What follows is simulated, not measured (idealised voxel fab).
You're looking at the process module voxel air gaps.
In the cross-section labelled cut, the width is 150 nm and each square cell is 5 nm.
Just so we're on the same page, the cross-sections are grids of square cells, and they're listed out in bands top to bottom, each band one or more rows deep.
First you get the band's top height and its bottom height, in nm, and then the materials it's made of, left to right, with each width in nm. If you see a single material with "all across", that one covers the band edge to edge. "air" is empty space.
Heights from 0 (as-received wafer is one material below). Bottom band endless downward, as "0 nm and below".
It should be noted that a width expressed as "30 to 40" varies in equal increments from row to row of cells within the band, taking the value of the first number at the top row and that of the second number at the bottom row.
The designation "all unchanged", where it is given for a processing step, indicates that no cell of the cross-section was altered in the course of that step.
"Enclosed internal voids" enumerates empty spaces isolated from the top, with no open way to it, that contain at least 8 cells, giving each as width x height at distance from the left edge, all three in nm.
Text after the settings on a step's line: the simulator's own remark on that step.
overlay nm: on a step with a mask, how far right of its planned place the mask lay; negative means left.

-- Process steps (planned)
1 RECEIVE with material Si
2 CONFORMAL_DEP with material SiO2, thk nm 10
3 CONFORMAL_DEP with material SiN, thk nm 5
4 DIRECTIONAL_DEP with material SiO2, thk nm 30
5 MASKED_ETCH with tone open, mask id LINES, width nm 15, pitch nm 45, etch materials SiO2, depth nm 30, overlay nm 0
6 CONFORMAL_DEP with material TiN, thk nm 5
7 FILL_DEP with material Ru, thk nm 10
8 CMP with height nm 45
9 EPI with material Ru, thk nm 10
10 SELECTIVE_ETCH with etch materials SiO2, depth nm 40
11 CONFORMAL_DEP with material SiN, thk nm 5

-- As-received state of the wafer in cross-section, equivalent to post-step 1
* 0 nm and below: Si all across
* Enclosed internal voids: none

-- This is how the wafer looks in cross-section once the module is done, given the starting state and plan above and one mistake in carrying the plan out
* 60 nm to 55 nm: 5 of air / 135 of SiN / 10 of air
* 55 nm to 45 nm: 5 of air / 5 of SiN / 35 of Ru / 10 of SiN / 35 of Ru / 10 of SiN / 35 of Ru / 5 of SiN / 10 of air
* 45 nm to 20 nm: 5 of air / 5 of SiN / 10 of Ru / 5 of TiN / 5 of Ru / 5 of TiN / 10 of Ru / 10 of SiN / 10 of Ru / 5 of TiN / 5 of Ru / 5 of TiN / 10 of Ru / 10 of SiN / 10 of Ru / 5 of TiN / 5 of Ru / 5 of TiN / 10 of Ru / 5 of SiN / 10 of air
* 20 nm to 15 nm: 10 of SiN / 10 of Ru / 15 of TiN / 10 of Ru / 10 of SiN / 10 of Ru / 15 of TiN / 10 of Ru / 10 of SiN / 10 of Ru / 15 of TiN / 10 of Ru / 15 of SiN
* 15 nm to 10 nm: SiN all across
* 10 nm to 0 nm: SiO2 all across
* 0 nm and below: Si all across
* Enclosed internal voids: none
Deviation from plan: steps 9 and 10: order swapped relative to plan
